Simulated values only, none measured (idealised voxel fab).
Presented below is a process module, voxel air gaps.
Displayed cross-section: cut, width of 210 nm, square cells sized 5 nm.
Think of the cross-section as a grid of square cells. We describe it in bands, top to bottom, and each band covers one or more rows of those cells.
Heights first: top, then bottom, in nm. Then materials, left to right, each with a width in nm. "edge to edge" on a single material: fills the band edge to edge. "blank": empty space.
It should be noted that heights are counted from 0, beneath which the wafer as supplied is of one material throughout, and that the lowest band possesses no lower boundary but continues downward, as written in "top 0, no bottom".
Quick explanation for "30->40": the width changes in equal steps down the rows of cells, from the first number in the band's top row to the second number in its bottom row.
Step note "remained unchanged" = no cross-section cell changed.
Enclosed voids (no open way to top), threshold 8 cells or more, entry "Fully sealed voids", notation width x height at distance, distance from left edge, nm.
On a step's line, text after the settings is the simulator commenting on that step.
overlay nm, on a step with a mask: how far to the right of its planned place the mask lay; to the left if negative
### These are the steps we planned for the process
step 1: op RECEIVE | material Si
step 2: op CONFORMAL_DEP | material SiO2 | thk nm 10
step 3: op CONFORMAL_DEP | material SiCN | thk nm 5
step 4: op DIRECTIONAL_DEP | material SiO2 | thk nm 35
step 5: op PATTERN | tone open | mask id LINES | material resist | width nm 15 | pitch nm 40 | thk nm 15 | overlay nm 0
step 6: op DIRECTIONAL_ETCH | etch materials SiO2 | depth nm 35
step 7: op STRIP | etch materials resist
step 8: op CONFORMAL_DEP | material TiN | thk nm 5
step 9: op FILL_DEP | material Cu | thk nm 10
step 10: op CMP | height nm 50
step 11: op EPI | material Ru | thk nm 10
step 12: op SELECTIVE_ETCH | etch materials SiO2 | depth nm 45
step 13: op CONFORMAL_DEP | material SiCN | thk nm 5
Variable across wafers: step 8 thk nm (plan value is that of the first wafer; starting state common to all).
### Cross-section, first of several wafers, as delivered after step 1
  top 0, no bottom  Si edge to edge
  Fully sealed voids: none
### Gained (+) or lost (-) cells of each material since receipt, then closed voids: one row per wafer, at the end of the module
thk nm 5 | +18 Cu | +42 Ru | +154 SiCN | +84 SiO2 | +45 TiN | Fully sealed voids: 15 x 25 at 75; 15 x 25 at 115
thk nm 10 | +42 Ru | +154 SiCN | +84 SiO2 | +63 TiN | Fully sealed voids: 15 x 25 at 75; 15 x 25 at 115
thk nm 15 | +42 Ru | +154 SiCN | +84 SiO2 | +63 TiN | Fully sealed voids: 15 x 25 at 75; 15 x 25 at 115
thk nm 20 | +42 Ru | +154 SiCN | +84 SiO2 | +63 TiN | Fully sealed voids: 15 x 25 at 75; 15 x 25 at 115
